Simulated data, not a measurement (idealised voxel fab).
process module | voxel capacitor over wiring
cross-section cut | 195 nm wide | cells 5 nm
A cross-section is a grid of square cells, given in bands from the top down. A band is one or more rows of cells.
Each band's line starts with the height of the band's top and of its bottom, in nm. Then come its materials from left to right, each with its width in nm. One material with "throughout" fills the band from edge to edge. "air" is empty space.
Height 0 is the level under which the wafer as received is all one material. The lowest band goes on downwards, as in "0 down".
A width such as "30 to 40" changes by the same amount from each row of cells to the next, from the band's top row to its bottom row.
"no change" after a step means that no cell of the cross-section changed.
closed voids: empty space of 8 cells or more with no open way to the top, each as width x height at its distance from the left edge, in nm
after a step's settings: what the simulator itself notes on the step
overlay nm, on a step with a mask: how far to the right of its planned place the mask lay; to the left if negative
plan
1 op RECEIVE | material Si
2 op CONFORMAL_DEP | material SiO2 | thk nm 10
3 op DIRECTIONAL_DEP | material TiN | thk nm 5
4 op DIRECTIONAL_DEP | material W | thk nm 25
5 op PATTERN | tone cover | mask id METAL_1 | material resist | width nm 25 | pitch nm 90 | thk nm 15 | overlay nm 0
6 op DIRECTIONAL_ETCH | etch materials W | depth nm 25
7 op DIRECTIONAL_ETCH | etch materials TiN | depth nm 5
8 op STRIP | etch materials resist
9 op CONFORMAL_DEP | material SiN | thk nm 5
10 op FILL_DEP | material SiO2 | thk nm 5
11 op CMP | height nm 40
12 op CONFORMAL_DEP | material SiCN | thk nm 5
13 op DIRECTIONAL_DEP | material SiO2 | thk nm 20
14 op DIRECTIONAL_DEP | material aC | thk nm 15
15 op PATTERN | tone open | mask id PLUG_1 | material resist | width nm 15 | thk nm 35 | overlay nm 0
16 op DIRECTIONAL_ETCH | etch materials aC | depth nm 15
17 op STRIP | etch materials resist
18 op DIRECTIONAL_ETCH | etch materials SiO2 | depth nm 20
19 op DIRECTIONAL_ETCH | etch materials SiCN | depth nm 5
20 op STRIP | etch materials aC
21 op EPI | material Ru | thk nm 10
22 op EPI | material Ru | thk nm 10
23 op EPI | material Ru | thk nm 5
24 op DIRECTIONAL_DEP | material TiN | thk nm 5
25 op DIRECTIONAL_DEP | material Al2O3 | thk nm 5
26 op DIRECTIONAL_DEP | material TiN | thk nm 10
27 op MASKED_ETCH | tone cover | mask id UPPER_PLATE | width nm 70 | etch materials TiN | depth nm 10 | overlay nm 0
28 op MASKED_ETCH | tone cover | mask id UPPER_PLATE | width nm 70 | etch materials Al2O3 | depth nm 5 | overlay nm 0
29 op MASKED_ETCH | tone cover | mask id LOWER_PLATE | width nm 80 | etch materials TiN | depth nm 5 | overlay nm 0
30 op FILL_DEP | material SiO2 | thk nm 20
31 op CMP | height nm 100
32 op MASKED_ETCH | tone open | mask id PLUG_2 | width nm 15 | etch materials SiO2 | depth nm 15 | overlay nm 0
33 op CONFORMAL_DEP | material TiN | thk nm 5
34 op FILL_DEP | material Ru | thk nm 5
35 op CMP | height nm 100
36 op CONFORMAL_DEP | material SiCN | thk nm 5
as received, after step 1
  0 down: Si throughout
  closed voids: none
first wafer at the end, as planned
  105 to 100: SiCN throughout
  100 to 90: SiO2 60 | TiN 5 | Ru 5 | TiN 5 | SiO2 120
  90 to 85: SiO2 60 | TiN 15 | SiO2 120
  85 to 75: SiO2 50 | TiN 70 | SiO2 75
  75 to 70: SiO2 50 | Al2O3 70 | SiO2 75
  70 to 65: SiO2 45 | TiN 80 | SiO2 70
  65 to 45: SiO2 50 | Ru 15 | SiO2 130
  45 to 40: SiCN 50 | Ru 15 | SiCN 130
  40 to 15: SiO2 35 | SiN 5 | W 25 | SiN 5 | SiO2 55 | SiN 5 | W 25 | SiN 5 | SiO2 35
  15 to 10: SiN 40 | TiN 25 | SiN 65 | TiN 25 | SiN 40
  10 to 0: SiO2 throughout
  0 down: Si throughout
  closed voids: none
second wafer at the end: like start, like plan, one mistake
  105 to 100: SiCN throughout
  100 to 90: SiO2 60 | TiN 5 | Ru 5 | TiN 5 | SiO2 120
  90 to 85: SiO2 60 | TiN 15 | SiO2 120
  85 to 75: SiO2 50 | TiN 70 | SiO2 75
  75 to 70: SiO2 50 | Al2O3 70 | SiO2 75
  70 to 65: SiO2 45 | TiN 80 | SiO2 70
  65 to 45: SiO2 50 | Ru 15 | SiO2 130
  45 to 40: SiCN 50 | Ru 15 | SiCN 130
  40 to 20: SiO2 35 | SiN 5 | W 25 | SiN 5 | SiO2 55 | SiN 5 | W 25 | SiN 5 | SiO2 35
  20 to 15: SiN 40 | W 25 | SiN 65 | W 25 | SiN 40
  15 to 10: SiCN throughout
  10 to 0: SiO2 throughout
  0 down: Si throughout
  closed voids: none
what went wrong: step 3 ran as: op DIRECTIONAL_DEP | material SiCN | thk nm 5
at the end the second wafer has, in cells: 39 more of SiCN | 4 fewer of SiN | 25 fewer of SiO2 | 10 fewer of TiN
